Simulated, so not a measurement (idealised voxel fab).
Process module, titled voxel plated lines
Cross-section cut spans 185 nm and uses square cells 5 nm in size.
Cross-section, as written here: a square-cell grid given band by band from the top down, where a band holds one or more rows of cells. Look at the band entry: it leads with the top's height and the bottom's height in nm. Then it lists the materials left to right, with a width in nm for each. The word "full width" on a single material says that material fills the band edge to edge. The word "air" is empty space. Beneath 0, the wafer as received is one material, and that level is where height counting begins. The lowest band goes on downward without a bottom; it is written like "from 0 down". Width spec "30 to 40" -> top row of cells at first value, bottom row at second value, equal per-row change in between. "remains unaltered" after a step means that no cell of the cross-section changed. "Completely sealed voids" means: voids of 8 cells or more that are shut off from the top with no open way through. Written width x height at distance, distance from the left edge, in nm. Where a step's line continues beyond its settings, the continuation is a remark by the simulator itself on that step. If you see "overlay nm" on a step's line and that step has a mask, it's telling you how far right of where it was planned the mask ended up; a negative number means it went left instead.
-- Set out below are the planned steps of the process
1) op RECEIVE | material Si
2) op CONFORMAL_DEP | material Al2O3 | thk nm 15
3) op DIRECTIONAL_DEP | material TiN | thk nm 5
4) op PATTERN | tone open | mask id LINES | material resist | width nm 20 | pitch nm 35 | thk nm 15 | overlay nm 0
5) op EPI | material Ru | thk nm 5
6) op STRIP | etch materials resist
7) op DIRECTIONAL_ETCH | etch materials TiN | depth nm 5
8) op CONFORMAL_DEP | material SiO2 | thk nm 5
-- Cross-section of the wafer upon arrival, representing the state reached after step 1
> from 0 down = Si full width
> Completely sealed voids: none
-- Run as planned - first of the two wafers cross-sectioned at the end of the module
> from 30 to 25 = 40 of air | 30 of SiO2 | 5 of air | 30 of SiO2 | 5 of air | 30 of SiO2 | 45 of air
> from 25 to 20 = 40 of air | 5 of SiO2 | 20 of Ru | 5 of SiO2 | 5 of air | 5 of SiO2 | 20 of Ru | 5 of SiO2 | 5 of air | 5 of SiO2 | 20 of Ru | 5 of SiO2 | 45 of air
> from 20 to 15 = 45 of SiO2 | 20 of TiN | 15 of SiO2 | 20 of TiN | 15 of SiO2 | 20 of TiN | 50 of SiO2
> from 15 to 0 = Al2O3 full width
> from 0 down = Si full width
> Completely sealed voids: none
-- Here's the second of our two wafers sectioned at module end. Same start as the first, same plan, but one mistake got made running it
> from 25 to 20 = 45 of air | 20 of Ru | 15 of air | 20 of Ru | 15 of air | 20 of Ru | 50 of air
> from 20 to 15 = 45 of air | 20 of TiN | 15 of air | 20 of TiN | 15 of air | 20 of TiN | 50 of air
> from 15 to 0 = Al2O3 full width
> from 0 down = Si full width
> Completely sealed voids: none
Where did the run depart from the plan? step 8 of the plan never got run, it was skipped over
Counted in cells at the end, the second wafer holds more or fewer of these materials than the first: -49 SiO2
